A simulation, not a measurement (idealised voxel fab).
voxel wiring stack: a process module
Each square cell in cross-section cut measures 5 nm, and the section as a whole is 235 nm wide.
Cross-section layout: square cells on a grid; listed as bands, top to bottom; a band spans one or more cell rows. The entry gives the band's vertical extent as a top height and a bottom height in nm, then its horizontal make-up as materials from left to right, each with a width in nm. "air" stands for empty space; a single material marked "everywhere" fills the band edge to edge. Convention: height 0 is the level below which the wafer, as received, is all one material. The lowest band does not terminate at the bottom but continues downward, represented as "0 down". The width entry "30..40" should be interpreted row by row: the top row of cells in the band takes the first number, the bottom row takes the second number, and the change between adjacent rows is uniform throughout. Step note "nothing altered" = no cross-section cell changed. Any empty space of 8 cells or more lacking an open way to the top shows up in "Closed-off voids" as width x height at distance, distance from the left edge, in nm. Post-settings text on a step line: simulator's own remark regarding the step. "overlay nm", when on a step's line for a step with a mask, measures how far to the right of its planned place the mask lay; a negative measure means to the left.
## This section lists the process steps that were planned
1 RECEIVE [material Si]
2 CONFORMAL_DEP [material SiO2] [thk nm 15]
3 DIRECTIONAL_DEP [material TiN] [thk nm 5]
4 DIRECTIONAL_DEP [material W] [thk nm 25]
5 DIRECTIONAL_DEP [material aC] [thk nm 15]
6 PATTERN [tone cover] [mask id METAL_1] [material resist] [width nm 25] [pitch nm 45] [thk nm 35] [overlay nm 0]
7 DIRECTIONAL_ETCH [etch materials aC] [depth nm 15]
8 STRIP [etch materials resist]
9 DIRECTIONAL_ETCH [etch materials W] [depth nm 25]
10 DIRECTIONAL_ETCH [etch materials TiN] [depth nm 5]
11 STRIP [etch materials aC]
12 CONFORMAL_DEP [material SiCN] [thk nm 5]
13 FILL_DEP [material lowk] [thk nm 10]
14 CMP [height nm 45]
15 CONFORMAL_DEP [material SiCN] [thk nm 5]
16 DIRECTIONAL_DEP [material SiO2] [thk nm 30]
17 DIRECTIONAL_DEP [material aC] [thk nm 15]
18 PATTERN [tone open] [mask id METAL_2] [material resist] [width nm 25] [pitch nm 45] [thk nm 35] [overlay nm 0]
19 DIRECTIONAL_ETCH [etch materials aC] [depth nm 15]
20 STRIP [etch materials resist]
21 DIRECTIONAL_ETCH [etch materials SiO2] [depth nm 15]
22 STRIP [etch materials aC]
23 MASKED_ETCH [tone open] [mask id METAL_2_HOLES] [width nm 15] [pitch nm 45] [etch materials SiO2] [depth nm 15] [overlay nm 0]
24 MASKED_ETCH [tone open] [mask id METAL_2_HOLES] [width nm 15] [pitch nm 45] [etch materials SiCN] [depth nm 5] [overlay nm 0]
25 CONFORMAL_DEP [material TiN] [thk nm 5]
26 FILL_DEP [material Cu] [thk nm 10]
27 CMP [height nm 80]
28 CONFORMAL_DEP [material SiCN] [thk nm 5]
29 DIRECTIONAL_DEP [material SiO2] [thk nm 25]
30 PATTERN [tone open] [mask id METAL_3] [material resist] [width nm 25] [pitch nm 45] [thk nm 15] [overlay nm 0]
31 DIRECTIONAL_ETCH [etch materials SiO2] [depth nm 15]
32 STRIP [etch materials resist]
33 MASKED_ETCH [tone open] [mask id METAL_3_HOLES] [width nm 15] [pitch nm 90] [etch materials SiO2] [depth nm 10] [overlay nm 0]
34 MASKED_ETCH [tone open] [mask id METAL_3_HOLES] [width nm 15] [pitch nm 90] [etch materials SiCN] [depth nm 5] [overlay nm 0]
35 CONFORMAL_DEP [material TiN] [thk nm 5]
36 FILL_DEP [material Cu] [thk nm 10]
37 CMP [height nm 110]
38 CONFORMAL_DEP [material SiCN] [thk nm 5]
## First of two wafers, processed according to plan
## Wafer cross-section on receipt, i.e. after step 1
0 down: Si everywhere
Closed-off voids: none
## Wafer xsec, post step 2
15 to 0: SiO2 everywhere
Unchanged below 0.
## Wafer xsec, post step 3
20 to 15: TiN everywhere
Unchanged below 15.
## Wafer xsec, post step 4
45 to 20: W everywhere
Unchanged below 20.
## Wafer xsec, post step 5
60 to 45: aC everywhere
Unchanged below 45.
## Wafer xsec, post step 6
95 to 60: 60 nm air, then 25 nm resist, then 20 nm air, then 25 nm resist, then 20 nm air, then 25 nm resist, then 60 nm air
Unchanged below 60.
## Wafer xsec, post step 7
80 to 60: 60 nm air, then 25 nm resist, then 20 nm air, then 25 nm resist, then 20 nm air, then 25 nm resist, then 60 nm air
60 to 45: 60 nm air, then 25 nm aC, then 20 nm air, then 25 nm aC, then 20 nm air, then 25 nm aC, then 60 nm air
Unchanged below 45.
## Wafer xsec, post step 8
60 to 45: 60 nm air, then 25 nm aC, then 20 nm air, then 25 nm aC, then 20 nm air, then 25 nm aC, then 60 nm air
Unchanged below 45.
## Wafer xsec, post step 9
60 to 45: 60 nm air, then 25 nm aC, then 20 nm air, then 25 nm aC, then 20 nm air, then 25 nm aC, then 60 nm air
45 to 20: 60 nm air, then 25 nm W, then 20 nm air, then 25 nm W, then 20 nm air, then 25 nm W, then 60 nm air
Unchanged below 20.
## Wafer xsec, post step 10
60 to 45: 60 nm air, then 25 nm aC, then 20 nm air, then 25 nm aC, then 20 nm air, then 25 nm aC, then 60 nm air
45 to 20: 60 nm air, then 25 nm W, then 20 nm air, then 25 nm W, then 20 nm air, then 25 nm W, then 60 nm air
20 to 15: 60 nm air, then 25 nm TiN, then 20 nm air, then 25 nm TiN, then 20 nm air, then 25 nm TiN, then 60 nm air
Unchanged below 15.
## Wafer xsec, post step 11
45 to 20: 60 nm air, then 25 nm W, then 20 nm air, then 25 nm W, then 20 nm air, then 25 nm W, then 60 nm air
Unchanged below 20.
## Wafer xsec, post step 12
50 to 45: 55 nm air, then 35 nm SiCN, then 10 nm air, then 35 nm SiCN, then 10 nm air, then 35 nm SiCN, then 55 nm air
45 to 20: 55 nm air, then 5 nm SiCN, then 25 nm W, then 5 nm SiCN, then 10 nm air, then 5 nm SiCN, then 25 nm W, then 5 nm SiCN, then 10 nm air, then 5 nm SiCN, then 25 nm W, then 5 nm SiCN, then 55 nm air
20 to 15: 60 nm SiCN, then 25 nm TiN, then 20 nm SiCN, then 25 nm TiN, then 20 nm SiCN, then 25 nm TiN, then 60 nm SiCN
Unchanged below 15.
## Wafer xsec, post step 13
60 to 50: lowk everywhere
50 to 45: 55 nm lowk, then 35 nm SiCN, then 10 nm lowk, then 35 nm SiCN, then 10 nm lowk, then 35 nm SiCN, then 55 nm lowk
45 to 20: 55 nm lowk, then 5 nm SiCN, then 25 nm W, then 5 nm SiCN, then 10 nm lowk, then 5 nm SiCN, then 25 nm W, then 5 nm SiCN, then 10 nm lowk, then 5 nm SiCN, then 25 nm W, then 5 nm SiCN, then 55 nm lowk
Unchanged below 20.
## Wafer xsec, post step 14
45 to 20: 55 nm lowk, then 5 nm SiCN, then 25 nm W, then 5 nm SiCN, then 10 nm lowk, then 5 nm SiCN, then 25 nm W, then 5 nm SiCN, then 10 nm lowk, then 5 nm SiCN, then 25 nm W, then 5 nm SiCN, then 55 nm lowk
Unchanged below 20.
## Wafer xsec, post step 15
50 to 45: SiCN everywhere
Unchanged below 45.
## Wafer xsec, post step 16
80 to 50: SiO2 everywhere
Unchanged below 50.
## Wafer xsec, post step 17
95 to 80: aC everywhere
Unchanged below 80.
## Wafer xsec, post step 18
130 to 95: 60 nm resist, then 25 nm air, then 20 nm resist, then 25 nm air, then 20 nm resist, then 25 nm air, then 60 nm resist
Unchanged below 95.
## Wafer xsec, post step 19
115 to 95: 60 nm resist, then 25 nm air, then 20 nm resist, then 25 nm air, then 20 nm resist, then 25 nm air, then 60 nm resist
95 to 80: 60 nm aC, then 25 nm air, then 20 nm aC, then 25 nm air, then 20 nm aC, then 25 nm air, then 60 nm aC
Unchanged below 80.
## Wafer xsec, post step 20
95 to 80: 60 nm aC, then 25 nm air, then 20 nm aC, then 25 nm air, then 20 nm aC, then 25 nm air, then 60 nm aC
Unchanged below 80.
## Wafer xsec, post step 21
95 to 80: 60 nm aC, then 25 nm air, then 20 nm aC, then 25 nm air, then 20 nm aC, then 25 nm air, then 60 nm aC
80 to 65: 60 nm SiO2, then 25 nm air, then 20 nm SiO2, then 25 nm air, then 20 nm SiO2, then 25 nm air, then 60 nm SiO2
Unchanged below 65.
## Wafer xsec, post step 22
80 to 65: 60 nm SiO2, then 25 nm air, then 20 nm SiO2, then 25 nm air, then 20 nm SiO2, then 25 nm air, then 60 nm SiO2
Unchanged below 65.
## Wafer xsec, post step 23
80 to 65: 60 nm SiO2, then 25 nm air, then 20 nm SiO2, then 25 nm air, then 20 nm SiO2, then 25 nm air, then 60 nm SiO2
65 to 50: 60 nm SiO2, then 15 nm air, then 30 nm SiO2, then 15 nm air, then 30 nm SiO2, then 15 nm air, then 70 nm SiO2
Unchanged below 50.
## Wafer xsec, post step 24
80 to 65: 60 nm SiO2, then 25 nm air, then 20 nm SiO2, then 25 nm air, then 20 nm SiO2, then 25 nm air, then 60 nm SiO2
65 to 50: 60 nm SiO2, then 15 nm air, then 30 nm SiO2, then 15 nm air, then 30 nm SiO2, then 15 nm air, then 70 nm SiO2
50 to 45: 60 nm SiCN, then 15 nm air, then 30 nm SiCN, then 15 nm air, then 30 nm SiCN, then 15 nm air, then 70 nm SiCN
Unchanged below 45.
## Wafer xsec, post step 25
85 to 80: 65 nm TiN, then 15 nm air, then 30 nm TiN, then 15 nm air, then 30 nm TiN, then 15 nm air, then 65 nm TiN
80 to 70: 60 nm SiO2, then 5 nm TiN, then 15 nm air, then 5 nm TiN, then 20 nm SiO2, then 5 nm TiN, then 15 nm air, then 5 nm TiN, then 20 nm SiO2, then 5 nm TiN, then 15 nm air, then 5 nm TiN, then 60 nm SiO2
70 to 65: 60 nm SiO2, then 5 nm TiN, then 5 nm air, then 15 nm TiN, then 20 nm SiO2, then 5 nm TiN, then 5 nm air, then 15 nm TiN, then 20 nm SiO2, then 5 nm TiN, then 5 nm air, then 15 nm TiN, then 60 nm SiO2
65 to 50: 60 nm SiO2, then 5 nm TiN, then 5 nm air, then 5 nm TiN, then 30 nm SiO2, then 5 nm TiN, then 5 nm air, then 5 nm TiN, then 30 nm SiO2, then 5 nm TiN, then 5 nm air, then 5 nm TiN, then 70 nm SiO2
50 to 45: 60 nm SiCN, then 15 nm TiN, then 30 nm SiCN, then 15 nm TiN, then 30 nm SiCN, then 15 nm TiN, then 70 nm SiCN
Unchanged below 45.
## Wafer xsec, post step 26
95 to 85: Cu everywhere
85 to 80: 65 nm TiN, then 15 nm Cu, then 30 nm TiN, then 15 nm Cu, then 30 nm TiN, then 15 nm Cu, then 65 nm TiN
80 to 70: 60 nm SiO2, then 5 nm TiN, then 15 nm Cu, then 5 nm TiN, then 20 nm SiO2, then 5 nm TiN, then 15 nm Cu, then 5 nm TiN, then 20 nm SiO2, then 5 nm TiN, then 15 nm Cu, then 5 nm TiN, then 60 nm SiO2
70 to 65: 60 nm SiO2, then 5 nm TiN, then 5 nm Cu, then 15 nm TiN, then 20 nm SiO2, then 5 nm TiN, then 5 nm Cu, then 15 nm TiN, then 20 nm SiO2, then 5 nm TiN, then 5 nm Cu, then 15 nm TiN, then 60 nm SiO2
65 to 50: 60 nm SiO2, then 5 nm TiN, then 5 nm Cu, then 5 nm TiN, then 30 nm SiO2, then 5 nm TiN, then 5 nm Cu, then 5 nm TiN, then 30 nm SiO2, then 5 nm TiN, then 5 nm Cu, then 5 nm TiN, then 70 nm SiO2
Unchanged below 50.
## Wafer xsec, post step 27
80 to 70: 60 nm SiO2, then 5 nm TiN, then 15 nm Cu, then 5 nm TiN, then 20 nm SiO2, then 5 nm TiN, then 15 nm Cu, then 5 nm TiN, then 20 nm SiO2, then 5 nm TiN, then 15 nm Cu, then 5 nm TiN, then 60 nm SiO2
Unchanged below 70.
## Wafer xsec, post step 28
85 to 80: SiCN everywhere
Unchanged below 80.
## Wafer xsec, post step 29
110 to 85: SiO2 everywhere
Unchanged below 85.
## Wafer xsec, post step 30
125 to 110: 60 nm resist, then 25 nm air, then 20 nm resist, then 25 nm air, then 20 nm resist, then 25 nm air, then 60 nm resist
Unchanged below 110.
## Wafer xsec, post step 31
125 to 110: 60 nm resist, then 25 nm air, then 20 nm resist, then 25 nm air, then 20 nm resist, then 25 nm air, then 60 nm resist
110 to 95: 60 nm SiO2, then 25 nm air, then 20 nm SiO2, then 25 nm air, then 20 nm SiO2, then 25 nm air, then 60 nm SiO2
Unchanged below 95.
## Wafer xsec, post step 32
110 to 95: 60 nm SiO2, then 25 nm air, then 20 nm SiO2, then 25 nm air, then 20 nm SiO2, then 25 nm air, then 60 nm SiO2
Unchanged below 95.
## Wafer xsec, post step 33
110 to 95: 60 nm SiO2, then 25 nm air, then 20 nm SiO2, then 25 nm air, then 20 nm SiO2, then 25 nm air, then 60 nm SiO2
95 to 85: 60 nm SiO2, then 15 nm air, then 75 nm SiO2, then 15 nm air, then 70 nm SiO2
Unchanged below 85.
## Wafer xsec, post step 34
110 to 95: 60 nm SiO2, then 25 nm air, then 20 nm SiO2, then 25 nm air, then 20 nm SiO2, then 25 nm air, then 60 nm SiO2
95 to 85: 60 nm SiO2, then 15 nm air, then 75 nm SiO2, then 15 nm air, then 70 nm SiO2
85 to 80: 60 nm SiCN, then 15 nm air, then 75 nm SiCN, then 15 nm air, then 70 nm SiCN
Unchanged below 80.
## Wafer xsec, post step 35
115 to 110: 65 nm TiN, then 15 nm air, then 30 nm TiN, then 15 nm air, then 30 nm TiN, then 15 nm air, then 65 nm TiN
110 to 100: 60 nm SiO2, then 5 nm TiN, then 15 nm air, then 5 nm TiN, then 20 nm SiO2, then 5 nm TiN, then 15 nm air, then 5 nm TiN, then 20 nm SiO2, then 5 nm TiN, then 15 nm air, then 5 nm TiN, then 60 nm SiO2
100 to 95: 60 nm SiO2, then 5 nm TiN, then 5 nm air, then 15 nm TiN, then 20 nm SiO2, then 25 nm TiN, then 20 nm SiO2, then 5 nm TiN, then 5 nm air, then 15 nm TiN, then 60 nm SiO2
95 to 85: 60 nm SiO2, then 5 nm TiN, then 5 nm air, then 5 nm TiN, then 75 nm SiO2, then 5 nm TiN, then 5 nm air, then 5 nm TiN, then 70 nm SiO2
85 to 80: 60 nm SiCN, then 15 nm TiN, then 75 nm SiCN, then 15 nm TiN, then 70 nm SiCN
Unchanged below 80.
## Wafer xsec, post step 36
125 to 115: Cu everywhere
115 to 110: 65 nm TiN, then 15 nm Cu, then 30 nm TiN, then 15 nm Cu, then 30 nm TiN, then 15 nm Cu, then 65 nm TiN
110 to 100: 60 nm SiO2, then 5 nm TiN, then 15 nm Cu, then 5 nm TiN, then 20 nm SiO2, then 5 nm TiN, then 15 nm Cu, then 5 nm TiN, then 20 nm SiO2, then 5 nm TiN, then 15 nm Cu, then 5 nm TiN, then 60 nm SiO2
100 to 95: 60 nm SiO2, then 5 nm TiN, then 5 nm Cu, then 15 nm TiN, then 20 nm SiO2, then 25 nm TiN, then 20 nm SiO2, then 5 nm TiN, then 5 nm Cu, then 15 nm TiN, then 60 nm SiO2
95 to 85: 60 nm SiO2, then 5 nm TiN, then 5 nm Cu, then 5 nm TiN, then 75 nm SiO2, then 5 nm TiN, then 5 nm Cu, then 5 nm TiN, then 70 nm SiO2
Unchanged below 85.
## Wafer xsec, post step 37
110 to 100: 60 nm SiO2, then 5 nm TiN, then 15 nm Cu, then 5 nm TiN, then 20 nm SiO2, then 5 nm TiN, then 15 nm Cu, then 5 nm TiN, then 20 nm SiO2, then 5 nm TiN, then 15 nm Cu, then 5 nm TiN, then 60 nm SiO2
Unchanged below 100.
## Wafer xsec, post step 38
115 to 110: SiCN everywhere
Unchanged below 110.
## Wafer two. Same start, same plan, one slip in execution. Same as wafer one through step 28, inclusive
## when step 29 should have ended
100 to 85: SiO2 everywhere
Unchanged below 85.
## when step 30 should have ended
115 to 100: 60 nm resist, then 25 nm air, then 20 nm resist, then 25 nm air, then 20 nm resist, then 25 nm air, then 60 nm resist
Unchanged below 100.
## when step 31 should have ended
115 to 100: 60 nm resist, then 25 nm air, then 20 nm resist, then 25 nm air, then 20 nm resist, then 25 nm air, then 60 nm resist
100 to 85: 60 nm SiO2, then 25 nm air, then 20 nm SiO2, then 25 nm air, then 20 nm SiO2, then 25 nm air, then 60 nm SiO2
Unchanged below 85.
## when step 32 should have ended
100 to 85: 60 nm SiO2, then 25 nm air, then 20 nm SiO2, then 25 nm air, then 20 nm SiO2, then 25 nm air, then 60 nm SiO2
Unchanged below 85.
when step 33 should have ended: nothing altered
## when step 34 should have ended
100 to 85: 60 nm SiO2, then 25 nm air, then 20 nm SiO2, then 25 nm air, then 20 nm SiO2, then 25 nm air, then 60 nm SiO2
85 to 80: 60 nm SiCN, then 15 nm air, then 75 nm SiCN, then 15 nm air, then 70 nm SiCN
Unchanged below 80.
## when step 35 should have ended
105 to 100: 65 nm TiN, then 15 nm air, then 30 nm TiN, then 15 nm air, then 30 nm TiN, then 15 nm air, then 65 nm TiN
100 to 90: 60 nm SiO2, then 5 nm TiN, then 15 nm air, then 5 nm TiN, then 20 nm SiO2, then 5 nm TiN, then 15 nm air, then 5 nm TiN, then 20 nm SiO2, then 5 nm TiN, then 15 nm air, then 5 nm TiN, then 60 nm SiO2
90 to 85: 60 nm SiO2, then 5 nm TiN, then 5 nm air, then 15 nm TiN, then 20 nm SiO2, then 25 nm TiN, then 20 nm SiO2, then 5 nm TiN, then 5 nm air, then 15 nm TiN, then 60 nm SiO2
85 to 80: 60 nm SiCN, then 15 nm TiN, then 75 nm SiCN, then 15 nm TiN, then 70 nm SiCN
Unchanged below 80.
## when step 36 should have ended
115 to 105: Cu everywhere
105 to 100: 65 nm TiN, then 15 nm Cu, then 30 nm TiN, then 15 nm Cu, then 30 nm TiN, then 15 nm Cu, then 65 nm TiN
100 to 90: 60 nm SiO2, then 5 nm TiN, then 15 nm Cu, then 5 nm TiN, then 20 nm SiO2, then 5 nm TiN, then 15 nm Cu, then 5 nm TiN, then 20 nm SiO2, then 5 nm TiN, then 15 nm Cu, then 5 nm TiN, then 60 nm SiO2
90 to 85: 60 nm SiO2, then 5 nm TiN, then 5 nm Cu, then 15 nm TiN, then 20 nm SiO2, then 25 nm TiN, then 20 nm SiO2, then 5 nm TiN, then 5 nm Cu, then 15 nm TiN, then 60 nm SiO2
Unchanged below 85.
## when step 37 should have ended
110 to 105: Cu everywhere
Unchanged below 105.
## when step 38 should have ended
115 to 110: SiCN everywhere
Unchanged below 110.
Against the plan, the run slipped here: not per plan at step 29, really ran DIRECTIONAL_DEP [material SiO2] [thk nm 15]
Heads up, by the end the second wafer has more or fewer cells of some materials compared to the first: +52 Cu, -82 SiO2, +30 TiN
